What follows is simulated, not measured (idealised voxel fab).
voxel ribs on slabs: a process module
Displayed cross-section: cut, width of 250 nm, square cells sized 5 nm.
Just so we're on the same page, the cross-sections are grids of square cells, and they're listed out in bands top to bottom, each band one or more rows deep.
This entry defines a band. It first specifies the height of the band's top and the height of its bottom in nm, and then specifies the band's materials from left to right, stating each material with its width in nm. The word "everywhere" identifies a single material that fills the band from edge to edge, while the word "empty" identifies empty space.
Height datum 0, below which the as-received substrate wafer is one material. Lowest band open at the bottom, running downward: "0 nm and below".
Note: "30->40" means the width goes from the first number (top row of the band) to the second number (bottom row) in equal steps per row of cells.
"nothing changed" (step): cross-section cells unchanged, all of them.
Listed in "Sealed-off cavities": every empty space of 8 or more cells without an open way to the top. Form: width x height at distance, the distance being from the left edge, all in nm.
Note: text after step settings on the step line = simulator remark on that step.
The optional step-line setting "overlay nm" applies to steps with a mask and quantifies how far to the right of its planned location the mask lay, a negative value indicating leftward placement.
## Here's what the planned process steps look like
- 1: RECEIVE with material Si
- 2: DIRECTIONAL_DEP with material SiO2, thk nm 20
- 3: DIRECTIONAL_DEP with material SiN, thk nm 25
- 4: PATTERN with tone cover, mask id RIB, material resist, width nm 25, thk nm 15, overlay nm 0
- 5: DIRECTIONAL_ETCH with etch materials SiN, depth nm 5
- 6: STRIP with etch materials resist
- 7: DIRECTIONAL_DEP with material aC, thk nm 10
- 8: PATTERN with tone cover, mask id SLAB, material resist, width nm 55, thk nm 25, overlay nm 0
- 9: DIRECTIONAL_ETCH with etch materials aC, depth nm 10
- 10: STRIP with etch materials resist
- 11: DIRECTIONAL_ETCH with etch materials SiN, depth nm 20
- 12: STRIP with etch materials aC
- 13: FILL_DEP with material SiO2, thk nm 25
- 14: CMP with height nm 65
- 15: DIRECTIONAL_DEP with material TiN, thk nm 10
- 16: DIRECTIONAL_DEP with material aC, thk nm 15
- 17: PATTERN with tone cover, mask id HEATER, material resist, width nm 35, thk nm 35, overlay nm 0
- 18: DIRECTIONAL_ETCH with etch materials aC, depth nm 15
- 19: STRIP with etch materials resist
- 20: DIRECTIONAL_ETCH with etch materials TiN, depth nm 10
- 21: STRIP with etch materials aC
- 22: CONFORMAL_DEP with material SiN, thk nm 10
## First wafer out of two, processed as planned
## Cross-sectional view of the wafer in its as-received condition, corresponding to the state after step 1
	0 nm and below | Si everywhere
	Sealed-off cavities: none
## Cross-sectional representation of the wafer at the conclusion of step 2
	20 nm to 0 nm | SiO2 everywhere
	Beneath the level 0, the cross-section is identical to its previous state.
## Cross-sectional representation of the wafer at the conclusion of step 3
	45 nm to 20 nm | SiN everywhere
	Beneath the level 20, the cross-section is identical to its previous state.
## Cross-sectional representation of the wafer at the conclusion of step 4
	60 nm to 45 nm | 110 empty, then 25 resist, then 115 empty
	Beneath the level 45, the cross-section is identical to its previous state.
## Cross-sectional representation of the wafer at the conclusion of step 5
	60 nm to 45 nm | 110 empty, then 25 resist, then 115 empty
	45 nm to 40 nm | 110 empty, then 25 SiN, then 115 empty
	Beneath the level 40, the cross-section is identical to its previous state.
## Cross-sectional representation of the wafer at the conclusion of step 6
	45 nm to 40 nm | 110 empty, then 25 SiN, then 115 empty
	Beneath the level 40, the cross-section is identical to its previous state.
## Cross-sectional representation of the wafer at the conclusion of step 7
	55 nm to 50 nm | 110 empty, then 25 aC, then 115 empty
	50 nm to 45 nm | aC everywhere
	45 nm to 40 nm | 110 aC, then 25 SiN, then 115 aC
	Beneath the level 40, the cross-section is identical to its previous state.
## Cross-sectional representation of the wafer at the conclusion of step 8
	80 nm to 55 nm | 95 empty, then 55 resist, then 100 empty
	55 nm to 50 nm | 95 empty, then 15 resist, then 25 aC, then 15 resist, then 100 empty
	Beneath the level 50, the cross-section is identical to its previous state.
## Cross-sectional representation of the wafer at the conclusion of step 9
	70 nm to 55 nm | 95 empty, then 55 resist, then 100 empty
	55 nm to 50 nm | 95 empty, then 15 resist, then 25 aC, then 15 resist, then 100 empty
	50 nm to 45 nm | 95 empty, then 55 aC, then 100 empty
	45 nm to 40 nm | 95 empty, then 15 aC, then 25 SiN, then 15 aC, then 100 empty
	Beneath the level 40, the cross-section is identical to its previous state.
## Cross-sectional representation of the wafer at the conclusion of step 10
	55 nm to 45 nm | 110->95 empty, then 25->55 aC, then 115->100 empty
	Beneath the level 45, the cross-section is identical to its previous state.
## Cross-sectional representation of the wafer at the conclusion of step 11
	55 nm to 45 nm | 110->95 empty, then 25->55 aC, then 115->100 empty
	45 nm to 40 nm | 95 empty, then 15 aC, then 25 SiN, then 15 aC, then 100 empty
	40 nm to 20 nm | 95 empty, then 55 SiN, then 100 empty
	Beneath the level 20, the cross-section is identical to its previous state.
## Cross-sectional representation of the wafer at the conclusion of step 12
	45 nm to 40 nm | 110 empty, then 25 SiN, then 115 empty
	Beneath the level 40, the cross-section is identical to its previous state.
## Cross-sectional representation of the wafer at the conclusion of step 13
	70 nm to 45 nm | SiO2 everywhere
	45 nm to 40 nm | 110 SiO2, then 25 SiN, then 115 SiO2
	40 nm to 20 nm | 95 SiO2, then 55 SiN, then 100 SiO2
	Beneath the level 20, the cross-section is identical to its previous state.
## Cross-sectional representation of the wafer at the conclusion of step 14
	65 nm to 45 nm | SiO2 everywhere
	Beneath the level 45, the cross-section is identical to its previous state.
## Cross-sectional representation of the wafer at the conclusion of step 15
	75 nm to 65 nm | TiN everywhere
	Beneath the level 65, the cross-section is identical to its previous state.
## Cross-sectional representation of the wafer at the conclusion of step 16
	90 nm to 75 nm | aC everywhere
	Beneath the level 75, the cross-section is identical to its previous state.
## Cross-sectional representation of the wafer at the conclusion of step 17
	125 nm to 90 nm | 105 empty, then 35 resist, then 110 empty
	Beneath the level 90, the cross-section is identical to its previous state.
## Cross-sectional representation of the wafer at the conclusion of step 18
	110 nm to 90 nm | 105 empty, then 35 resist, then 110 empty
	90 nm to 75 nm | 105 empty, then 35 aC, then 110 empty
	Beneath the level 75, the cross-section is identical to its previous state.
## Cross-sectional representation of the wafer at the conclusion of step 19
	90 nm to 75 nm | 105 empty, then 35 aC, then 110 empty
	Beneath the level 75, the cross-section is identical to its previous state.
## Cross-sectional representation of the wafer at the conclusion of step 20
	90 nm to 75 nm | 105 empty, then 35 aC, then 110 empty
	75 nm to 65 nm | 105 empty, then 35 TiN, then 110 empty
	Beneath the level 65, the cross-section is identical to its previous state.
## Cross-sectional representation of the wafer at the conclusion of step 21
	75 nm to 65 nm | 105 empty, then 35 TiN, then 110 empty
	Beneath the level 65, the cross-section is identical to its previous state.
## Cross-sectional representation of the wafer at the conclusion of step 22
	85 nm to 75 nm | 95 empty, then 55 SiN, then 100 empty
	75 nm to 65 nm | 105 SiN, then 35 TiN, then 110 SiN
	Beneath the level 65, the cross-section is identical to its previous state.
## Second of two: same start, same plan, one run error; steps up to and including 5 match the first
## Cross-sectional representation of the second wafer at the time designated in the plan for the completion of step 6
	70 nm to 60 nm | 110 empty, then 25 aC, then 115 empty
	60 nm to 50 nm | 110 empty, then 25 resist, then 115 empty
	50 nm to 45 nm | 110 aC, then 25 resist, then 115 aC
	45 nm to 40 nm | 110 aC, then 25 SiN, then 115 aC
	Beneath the level 40, the cross-section is identical to its previous state.
## Cross-sectional representation of the second wafer at the time designated in the plan for the completion of step 7
	50 nm to 45 nm | 110 aC, then 25 empty, then 115 aC
	Beneath the level 45, the cross-section is identical to its previous state.
## Cross-sectional representation of the second wafer at the time designated in the plan for the completion of step 8
	75 nm to 50 nm | 95 empty, then 55 resist, then 100 empty
	50 nm to 45 nm | 110 aC, then 25 resist, then 115 aC
	Beneath the level 45, the cross-section is identical to its previous state.
## Cross-sectional representation of the second wafer at the time designated in the plan for the completion of step 9
	65 nm to 50 nm | 95 empty, then 55 resist, then 100 empty
	50 nm to 45 nm | 95 empty, then 15 aC, then 25 resist, then 15 aC, then 100 empty
	45 nm to 40 nm | 95 empty, then 15 aC, then 25 SiN, then 15 aC, then 100 empty
	Beneath the level 40, the cross-section is identical to its previous state.
## Cross-sectional representation of the second wafer at the time designated in the plan for the completion of step 10
	50 nm to 45 nm | 95 empty, then 15 aC, then 25 empty, then 15 aC, then 100 empty
	Beneath the level 45, the cross-section is identical to its previous state.
## Cross-sectional representation of the second wafer at the time designated in the plan for the completion of step 11
	50 nm to 40 nm | 95 empty, then 15 aC, then 25 empty, then 15 aC, then 100 empty
	40 nm to 25 nm | 95 empty, then 15 SiN, then 25 empty, then 15 SiN, then 100 empty
	25 nm to 20 nm | 95 empty, then 55 SiN, then 100 empty
	Beneath the level 20, the cross-section is identical to its previous state.
## Cross-sectional representation of the second wafer at the time designated in the plan for the completion of step 12
	40 nm to 25 nm | 95 empty, then 15 SiN, then 25 empty, then 15 SiN, then 100 empty
	Beneath the level 25, the cross-section is identical to its previous state.
## Cross-sectional representation of the second wafer at the time designated in the plan for the completion of step 13
	65 nm to 40 nm | SiO2 everywhere
	40 nm to 25 nm | 95 SiO2, then 15 SiN, then 25 SiO2, then 15 SiN, then 100 SiO2
	25 nm to 20 nm | 95 SiO2, then 55 SiN, then 100 SiO2
	Beneath the level 20, the cross-section is identical to its previous state.
Cross-sectional representation of the second wafer at the time designated in the plan for the completion of step 14: nothing changed
## Cross-sectional representation of the second wafer at the time designated in the plan for the completion of step 15
	75 nm to 65 nm | TiN everywhere
	Beneath the level 65, the cross-section is identical to its previous state.
## Cross-sectional representation of the second wafer at the time designated in the plan for the completion of step 16
	90 nm to 75 nm | aC everywhere
	Beneath the level 75, the cross-section is identical to its previous state.
## Cross-sectional representation of the second wafer at the time designated in the plan for the completion of step 17
	125 nm to 90 nm | 105 empty, then 35 resist, then 110 empty
	Beneath the level 90, the cross-section is identical to its previous state.
## Cross-sectional representation of the second wafer at the time designated in the plan for the completion of step 18
	110 nm to 90 nm | 105 empty, then 35 resist, then 110 empty
	90 nm to 75 nm | 105 empty, then 35 aC, then 110 empty
	Beneath the level 75, the cross-section is identical to its previous state.
## Cross-sectional representation of the second wafer at the time designated in the plan for the completion of step 19
	90 nm to 75 nm | 105 empty, then 35 aC, then 110 empty
	Beneath the level 75, the cross-section is identical to its previous state.
## Cross-sectional representation of the second wafer at the time designated in the plan for the completion of step 20
	90 nm to 75 nm | 105 empty, then 35 aC, then 110 empty
	75 nm to 65 nm | 105 empty, then 35 TiN, then 110 empty
	Beneath the level 65, the cross-section is identical to its previous state.
## Cross-sectional representation of the second wafer at the time designated in the plan for the completion of step 21
	75 nm to 65 nm | 105 empty, then 35 TiN, then 110 empty
	Beneath the level 65, the cross-section is identical to its previous state.
## Cross-sectional representation of the second wafer at the time designated in the plan for the completion of step 22
	85 nm to 75 nm | 95 empty, then 55 SiN, then 100 empty
	75 nm to 65 nm | 105 SiN, then 35 TiN, then 110 SiN
	Beneath the level 65, the cross-section is identical to its previous state.
Deviation noted in wafer processing: so 6 and 7 got swapped relative to the plan, each ran where the other was supposed to
Upon completion, the second wafer contains, in terms of cells, a greater or smaller amount of certain materials than the first wafer: SiN -20; SiO2 +20
